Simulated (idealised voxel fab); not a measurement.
Presented below is a process module, voxel capacitor over wiring.
It is cross-section cut that appears here, measuring 300 nm in width, its square cells being 5 nm in size.
How to read a cross-section here: the picture is a grid of square cells, written as bands going from the top down, and any band can span one or more rows of cells. The band entry comprises the height of the band's top followed by the height of its bottom, expressed in nm, and subsequently the band's materials from left to right, each stated together with its width in nm. Where a single material is marked with the word "all across", that material fills the band from edge to edge. The word "blank" represents empty space. Zero point of the height axis is 0; under it, received wafer = one material. Lowest band: continues down indefinitely, "0 -> down". Note: "30 to 40" means the width goes from the first number (top row of the band) to the second number (bottom row) in equal steps per row of cells. "remained unchanged", as given for a step, is the statement that not any cell of the cross-section underwent a change during that step. Any empty space of 8 cells or more lacking an open way to the top shows up in "Closed-off voids" as width x height at distance, distance from the left edge, in nm. Text after the settings on a step's line: the simulator's own remark on that step. overlay nm, on a step with a mask: how far to the right of its planned place the mask lay; to the left if negative.
**Planned process steps**
1,RECEIVE: material Si
2,CONFORMAL_DEP: material SiO2, thk nm 10
3,CONFORMAL_DEP: material SiN, thk nm 5
4,DIRECTIONAL_DEP: material SiO2, thk nm 20
5,DIRECTIONAL_DEP: material aC, thk nm 10
6,PATTERN: tone open, mask id METAL_1, material resist, width nm 20, pitch nm 75, thk nm 30, overlay nm 0
7,DIRECTIONAL_ETCH: etch materials aC, depth nm 10
8,STRIP: etch materials resist
9,DIRECTIONAL_ETCH: etch materials SiO2, depth nm 20
10,DIRECTIONAL_ETCH: etch materials SiN, depth nm 5
11,STRIP: etch materials aC
12,CONFORMAL_DEP: material TiN, thk nm 5
13,FILL_DEP: material Cu, thk nm 10
14,CMP: height nm 35
15,CONFORMAL_DEP: material SiCN, thk nm 5
16,DIRECTIONAL_DEP: material lowk, thk nm 10
17,DIRECTIONAL_DEP: material aC, thk nm 10
18,PATTERN: tone open, mask id PLUG_1, material resist, width nm 15, thk nm 30, overlay nm 0
19,DIRECTIONAL_ETCH: etch materials aC, depth nm 10
20,STRIP: etch materials resist
21,DIRECTIONAL_ETCH: etch materials lowk, depth nm 10
22,DIRECTIONAL_ETCH: etch materials SiCN, depth nm 5
23,STRIP: etch materials aC
24,CONFORMAL_DEP: material TiN, thk nm 5
25,FILL_DEP: material W, thk nm 10
26,CMP: height nm 50
27,DIRECTIONAL_DEP: material TiN, thk nm 10
28,DIRECTIONAL_DEP: material Al2O3, thk nm 5
29,DIRECTIONAL_DEP: material TiN, thk nm 10
30,MASKED_ETCH: tone cover, mask id UPPER_PLATE, width nm 60, etch materials TiN, depth nm 10, overlay nm 0
31,MASKED_ETCH: tone cover, mask id UPPER_PLATE, width nm 60, etch materials Al2O3, depth nm 5, overlay nm 0
32,MASKED_ETCH: tone cover, mask id LOWER_PLATE, width nm 70, etch materials TiN, depth nm 10, overlay nm 0
33,FILL_DEP: material SiO2, thk nm 15
34,CMP: height nm 85
35,MASKED_ETCH: tone open, mask id PLUG_2, width nm 15, etch materials SiO2, depth nm 10, overlay nm 0
36,CONFORMAL_DEP: material TiN, thk nm 5
37,FILL_DEP: material Cu, thk nm 10
38,CMP: height nm 85
39,CONFORMAL_DEP: material SiN, thk nm 5
**Shown in cross-section is the wafer as received, that is, as it stands after step 1**
0 -> down | Si all across
Closed-off voids: none
**Cross-section, end of module. Start: as above. Plan: as above. Execution: one mistake**
90 -> 85 | SiN all across
85 -> 80 | SiO2=115, TiN=5, Cu=10, TiN=5, SiO2=165
80 -> 75 | SiO2=115, TiN=20, SiO2=165
75 -> 65 | SiO2=105, TiN=60, SiO2=135
65 -> 60 | SiO2=105, Al2O3=60, SiO2=135
60 -> 50 | SiO2=100, TiN=70, SiO2=130
50 -> 40 | lowk=105, TiN=5, W=5, TiN=5, lowk=180
40 -> 35 | SiCN=105, TiN=15, SiCN=180
35 -> 15 | SiO2=100, TiN=5, Cu=10, TiN=5, SiO2=55, TiN=5, Cu=10, TiN=5, SiO2=105
15 -> 10 | SiN=100, TiN=20, SiN=55, TiN=20, SiN=105
10 -> 0 | SiO2 all across
0 -> down | Si all across
Closed-off voids: none
Diagnosis: step 35 changed vs plan, executed as MASKED_ETCH: tone open, mask id PLUG_2, width nm 20, etch materials SiO2, depth nm 10, overlay nm 0
